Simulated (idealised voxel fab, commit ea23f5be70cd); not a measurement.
process module | voxel wiring stack
cross-section cut | 140 nm wide | cells 5 nm
A cross-section is a grid of square cells, given in bands from the top down. A band is one or more rows of cells.
Each band's line starts with the height of the band's top and of its bottom, in nm. Then come its materials from left to right, each with its width in nm. One material with "throughout" fills the band from edge to edge. "air" is empty space.
Height 0 is the level under which the wafer as received is all one material. The lowest band goes on downwards, as in "0 down".
A width such as "30 to 40" changes by the same amount from each row of cells to the next, from the band's top row to its bottom row.
"no change" after a step means that no cell of the cross-section changed.
closed voids: empty space of 8 cells or more with no open way to the top, each as width x height at its distance from the left edge, in nm
after a step's settings: what the simulator itself notes on the step
overlay nm, on a step with a mask: how far to the right of its planned place the mask lay; to the left if negative
plan
1 op RECEIVE | material Si
2 op CONFORMAL_DEP | material SiO2 | thk nm 10
3 op DIRECTIONAL_DEP | material TiN | thk nm 5
4 op DIRECTIONAL_DEP | material W | thk nm 25
5 op MASKED_ETCH | tone cover | mask id METAL_1 | width nm 25 | pitch nm 45 | etch materials W | depth nm 25 | overlay nm 0
6 op MASKED_ETCH | tone cover | mask id METAL_1 | width nm 25 | pitch nm 45 | etch materials TiN | depth nm 5 | overlay nm 0
7 op FILL_DEP | material SiO2 | thk nm 5
8 op CMP | height nm 40
9 op CONFORMAL_DEP | material SiCN | thk nm 5
10 op DIRECTIONAL_DEP | material SiO2 | thk nm 30
11 op PATTERN | tone open | mask id METAL_2_HOLES | material resist | width nm 15 | pitch nm 45 | thk nm 20 | overlay nm 0
12 op DIRECTIONAL_ETCH | etch materials SiO2 | depth nm 30
13 op STRIP | etch materials resist
14 op MASKED_ETCH | tone open | mask id METAL_2 | width nm 25 | pitch nm 45 | etch materials SiO2 | depth nm 20 | overlay nm 0
15 op MASKED_ETCH | tone open | mask id METAL_2 | width nm 25 | pitch nm 45 | etch materials SiCN | depth nm 5 | overlay nm 0
16 op CONFORMAL_DEP | material TiN | thk nm 5
17 op FILL_DEP | material Cu | thk nm 10
18 op CMP | height nm 75
19 op CONFORMAL_DEP | material SiCN | thk nm 5
20 op DIRECTIONAL_DEP | material lowk | thk nm 10
21 op MASKED_ETCH | tone open | mask id PLUG_2 | width nm 15 | pitch nm 45 | etch materials lowk | depth nm 10 | overlay nm 0
22 op MASKED_ETCH | tone open | mask id PLUG_2 | width nm 15 | pitch nm 45 | etch materials SiCN | depth nm 5 | overlay nm 0
23 op EPI | material Ru | thk nm 10
24 op EPI | material Ru | thk nm 5
25 op DIRECTIONAL_DEP | material TiN | thk nm 5
26 op DIRECTIONAL_DEP | material W | thk nm 15
27 op DIRECTIONAL_DEP | material aC | thk nm 15
28 op PATTERN | tone cover | mask id METAL_3 | material resist | width nm 25 | pitch nm 45 | thk nm 30 | overlay nm 0
29 op DIRECTIONAL_ETCH | etch materials aC | depth nm 15
30 op STRIP | etch materials resist
31 op DIRECTIONAL_ETCH | etch materials W | depth nm 15
32 op DIRECTIONAL_ETCH | etch materials TiN | depth nm 5
33 op STRIP | etch materials aC
34 op CONFORMAL_DEP | material SiN | thk nm 5
35 op FILL_DEP | material SiO2 | thk nm 5
36 op CMP | height nm 110
37 op CONFORMAL_DEP | material SiCN | thk nm 5
as received, after step 1
  0 down: Si throughout
  closed voids: none
first wafer at the end, as planned
  115 to 110: SiCN throughout
  110 to 95: SiO2 30 | SiN 5 | W 25 | SiN 5 | SiO2 10 | SiN 5 | W 25 | SiN 5 | SiO2 30
  95 to 90: SiN 35 | TiN 25 | SiN 20 | TiN 25 | SiN 35
  90 to 80: lowk 35 | Ru 15 | lowk 30 | Ru 15 | lowk 45
  80 to 75: SiCN 35 | Ru 15 | SiCN 30 | Ru 15 | SiCN 45
  75 to 60: SiO2 35 | TiN 5 | Cu 15 | TiN 5 | SiO2 20 | TiN 5 | Cu 15 | TiN 5 | SiO2 35
  60 to 55: SiO2 35 | TiN 5 | Cu 5 | TiN 15 | SiO2 20 | TiN 5 | Cu 5 | TiN 15 | SiO2 35
  55 to 45: SiO2 35 | TiN 5 | Cu 5 | TiN 5 | SiO2 30 | TiN 5 | Cu 5 | TiN 5 | SiO2 45
  45 to 40: SiCN 35 | TiN 15 | SiCN 30 | TiN 15 | SiCN 45
  40 to 15: SiO2 35 | W 25 | SiO2 20 | W 25 | SiO2 35
  15 to 10: SiO2 35 | TiN 25 | SiO2 20 | TiN 25 | SiO2 35
  10 to 0: SiO2 throughout
  0 down: Si throughout
  closed voids: none
second wafer at the end: like start, like plan, one mistake
  115 to 110: SiCN throughout
  110 to 95: SiO2 30 | SiN 5 | W 25 | SiN 5 | SiO2 10 | SiN 5 | W 25 | SiN 5 | SiO2 30
  95 to 90: SiO2 20 | SiN 15 | TiN 25 | SiN 20 | TiN 25 | SiN 5 | SiO2 30
  90 to 85: SiO2 20 | SiN 5 | Ru 35 | SiN 10 | Ru 35 | SiN 5 | SiO2 30
  85 to 80: SiN 25 | Ru 35 | SiN 10 | Ru 35 | SiN 35
  80 to 75: SiCN 35 | Ru 15 | SiCN 30 | Ru 15 | SiCN 45
  75 to 60: SiO2 35 | TiN 5 | Cu 15 | TiN 5 | SiO2 20 | TiN 5 | Cu 15 | TiN 5 | SiO2 35
  60 to 55: SiO2 35 | TiN 5 | Cu 5 | TiN 15 | SiO2 20 | TiN 5 | Cu 5 | TiN 15 | SiO2 35
  55 to 45: SiO2 35 | TiN 5 | Cu 5 | TiN 5 | SiO2 30 | TiN 5 | Cu 5 | TiN 5 | SiO2 45
  45 to 40: SiCN 35 | TiN 15 | SiCN 30 | TiN 15 | SiCN 45
  40 to 15: SiO2 35 | W 25 | SiO2 20 | W 25 | SiO2 35
  15 to 10: SiO2 35 | TiN 25 | SiO2 20 | TiN 25 | SiO2 35
  10 to 0: SiO2 throughout
  0 down: Si throughout
  closed voids: none
what went wrong: step 20 was left out
at the end the second wafer has, in cells: 16 more of Ru | 8 more of SiN | 20 more of SiO2 | 44 fewer of lowk
